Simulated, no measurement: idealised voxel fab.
process module | voxel transistor to metal
cross-section cut | 175 nm wide | cells 5 nm
A cross-section is a grid of square cells, given in bands from the top down. A band is one or more rows of cells.
Each band's line starts with the height of the band's top and of its bottom, in nm. Then come its materials from left to right, each with its width in nm. One material with "throughout" fills the band from edge to edge. "air" is empty space.
Height 0 is the level under which the wafer as received is all one material. The lowest band goes on downwards, as in "0 down".
A width such as "30 to 40" changes by the same amount from each row of cells to the next, from the band's top row to its bottom row.
"no change" after a step means that no cell of the cross-section changed.
closed voids: empty space of 8 cells or more with no open way to the top, each as width x height at its distance from the left edge, in nm
after a step's settings: what the simulator itself notes on the step
overlay nm, on a step with a mask: how far to the right of its planned place the mask lay; to the left if negative
plan
1 op RECEIVE | material Si
2 op OXIDIZE | depth nm 5
3 op CONFORMAL_DEP | material SiN | thk nm 15
4 op MASKED_ETCH | tone cover | mask id ACTIVE | width nm 125 | etch materials SiN | depth nm 15 | overlay nm 0
5 op MASKED_ETCH | tone cover | mask id ACTIVE | width nm 125 | etch materials SiO2 | depth nm 5 | overlay nm 0
6 op MASKED_ETCH | tone cover | mask id ACTIVE | width nm 125 | etch materials Si | depth nm 20 | overlay nm 0
7 op OXIDIZE | depth nm 5
8 op FILL_DEP | material SiO2 | thk nm 5
9 op CMP | height nm 15
10 op SELECTIVE_ETCH | etch materials SiO2 | depth nm 10
11 op STRIP | etch materials SiN
12 op SELECTIVE_ETCH | etch materials SiO2 | depth nm 5
13 op OXIDIZE | depth nm 5
14 op DIRECTIONAL_DEP | material polySi | thk nm 30
15 op DIRECTIONAL_DEP | material SiCN | thk nm 15
16 op MASKED_ETCH | tone cover | mask id GATE | width nm 25 | etch materials SiCN | depth nm 25 | overlay nm 0
17 op MASKED_ETCH | tone cover | mask id GATE | width nm 25 | etch materials polySi | depth nm 40 | overlay nm -5
18 op CONFORMAL_DEP | material SiN | thk nm 5
19 op DIRECTIONAL_ETCH | etch materials SiN | depth nm 5
20 op DIRECTIONAL_ETCH | etch materials SiO2 | depth nm 5
21 op DIRECTIONAL_ETCH | etch materials Si | depth nm 10
22 op EPI | material nSi | thk nm 15
23 op FILL_DEP | material SiO2 | thk nm 5
24 op CMP | height nm 25
25 op STRIP | etch materials polySi
26 op SELECTIVE_ETCH | etch materials SiO2 | depth nm 5
27 op CONFORMAL_DEP | material HfO2 | thk nm 5
28 op CONFORMAL_DEP | material TiN | thk nm 5
29 op FILL_DEP | material W | thk nm 5
30 op CMP | height nm 20
31 op DIRECTIONAL_DEP | material SiO2 | thk nm 15
32 op DIRECTIONAL_DEP | material aC | thk nm 10
33 op PATTERN | tone open | mask id CONTACT | material resist | width nm 20 | pitch nm 85 | thk nm 30 | overlay nm 0
34 op DIRECTIONAL_ETCH | etch materials aC | depth nm 10
35 op STRIP | etch materials resist
36 op DIRECTIONAL_ETCH | etch materials SiO2 | depth nm 40
37 op STRIP | etch materials aC
38 op CONFORMAL_DEP | material TiN | thk nm 5
39 op FILL_DEP | material W | thk nm 5
40 op CMP | height nm 35
41 op DIRECTIONAL_DEP | material TiN | thk nm 5
42 op DIRECTIONAL_DEP | material Ru | thk nm 15
43 op MASKED_ETCH | tone cover | mask id METAL_1 | width nm 20 | pitch nm 85 | etch materials Ru | depth nm 15 | overlay nm 0
44 op MASKED_ETCH | tone cover | mask id METAL_1 | width nm 20 | pitch nm 85 | etch materials TiN | depth nm 5 | overlay nm 0
45 op FILL_DEP | material SiO2 | thk nm 10
46 op CMP | height nm 55
47 op CONFORMAL_DEP | material SiCN | thk nm 5
48 op DIRECTIONAL_DEP | material SiO2 | thk nm 25
49 op MASKED_ETCH | tone open | mask id METAL_2_HOLES | width nm 15 | pitch nm 85 | etch materials SiO2 | depth nm 25 | overlay nm 0
50 op DIRECTIONAL_DEP | material aC | thk nm 15
51 op PATTERN | tone open | mask id METAL_2 | material resist | width nm 20 | pitch nm 85 | thk nm 35 | overlay nm 0
52 op DIRECTIONAL_ETCH | etch materials aC | depth nm 15
53 op STRIP | etch materials resist
54 op DIRECTIONAL_ETCH | etch materials SiO2 | depth nm 15
55 op DIRECTIONAL_ETCH | etch materials SiCN | depth nm 5
56 op STRIP | etch materials aC
57 op CONFORMAL_DEP | material TiN | thk nm 5
58 op FILL_DEP | material Ru | thk nm 5
59 op CMP | height nm 85
60 op CONFORMAL_DEP | material SiCN | thk nm 5
varied across the wafers: overlay nm of step 17. The plan shows the first wafer's value. All wafers start alike
first wafer as received, after step 1
  0 down: Si throughout
  closed voids: none
each wafer at the end: cells of each material gained (+) or lost (-) since it was received, then its closed voids
overlay nm -5 | +18 HfO2 | +38 Ru | -148 Si | +64 SiCN | +12 SiN | +469 SiO2 | +84 TiN | +34 W | +59 nSi | closed voids: none
overlay nm 0 | +17 HfO2 | +38 Ru | -150 Si | +64 SiCN | +12 SiN | +472 SiO2 | +83 TiN | +32 W | +62 nSi | closed voids: none
overlay nm 5 | +18 HfO2 | +38 Ru | -148 Si | +64 SiCN | +12 SiN | +469 SiO2 | +84 TiN | +34 W | +59 nSi | closed voids: none
